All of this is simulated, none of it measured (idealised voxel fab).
process module | voxel self aligned contacts
cross-section cut | 290 nm wide | cells 5 nm
A cross-section is a grid of square cells, given in bands from the top down. A band is one or more rows of cells.
Each band's line starts with the height of the band's top and of its bottom, in nm. Then come its materials from left to right, each with its width in nm. One material with "throughout" fills the band from edge to edge. "air" is empty space.
Height 0 is the level under which the wafer as received is all one material. The lowest band goes on downwards, as in "0 down".
A width such as "30 to 40" changes by the same amount from each row of cells to the next, from the band's top row to its bottom row.
"no change" after a step means that no cell of the cross-section changed.
closed voids: empty space of 8 cells or more with no open way to the top, each as width x height at its distance from the left edge, in nm
after a step's settings: what the simulator itself notes on the step
overlay nm, on a step with a mask: how far to the right of its planned place the mask lay; to the left if negative
plan
1 op RECEIVE | material Si
2 op CONFORMAL_DEP | material SiO2 | thk nm 5
3 op DIRECTIONAL_DEP | material polySi | thk nm 25
4 op DIRECTIONAL_DEP | material SiN | thk nm 15
5 op PATTERN | tone cover | mask id GATE | material resist | width nm 35 | pitch nm 60 | thk nm 15 | overlay nm 0
6 op DIRECTIONAL_ETCH | etch materials SiN | depth nm 15
7 op DIRECTIONAL_ETCH | etch materials polySi | depth nm 25
8 op STRIP | etch materials resist
9 op CONFORMAL_DEP | material SiN | thk nm 5
10 op DIRECTIONAL_ETCH | etch materials SiN | depth nm 5
11 op FILL_DEP | material SiO2 | thk nm 20
12 op CMP | height nm 55
13 op DIRECTIONAL_DEP | material aC | thk nm 15
14 op PATTERN | tone open | mask id CONTACT | material resist | width nm 35 | thk nm 35 | overlay nm 0
15 op DIRECTIONAL_ETCH | etch materials aC | depth nm 15
16 op STRIP | etch materials resist
17 op DIRECTIONAL_ETCH | etch materials SiO2 | depth nm 55
18 op STRIP | etch materials aC
19 op CONFORMAL_DEP | material TiN | thk nm 5
20 op FILL_DEP | material Ru | thk nm 10
21 op CMP | height nm 55
22 op CONFORMAL_DEP | material SiCN | thk nm 5
as received, after step 1
  0 down: Si throughout
  closed voids: none
a wafer at the end: this start, this plan, one mistake
  60 to 55: SiCN throughout
  55 to 45: SiO2 130 | TiN 5 to 10 | Ru 15 to 5 | TiN 5 to 10 | SiO2 135
  45 to 30: SiO2 90 | SiN 45 | TiN 5 | Ru 5 | TiN 5 | SiN 45 | SiO2 95
  30 to 5: SiO2 90 | SiN 5 | polySi 35 | SiN 5 | TiN 5 | Ru 5 | TiN 5 | SiN 5 | polySi 35 | SiN 5 | SiO2 95
  5 to 0: SiO2 135 | TiN 15 | SiO2 140
  0 down: Si throughout
  closed voids: none
what went wrong: step 14 ran as: op PATTERN | tone open | mask id CONTACT | material resist | width nm 25 | thk nm 35 | overlay nm 0
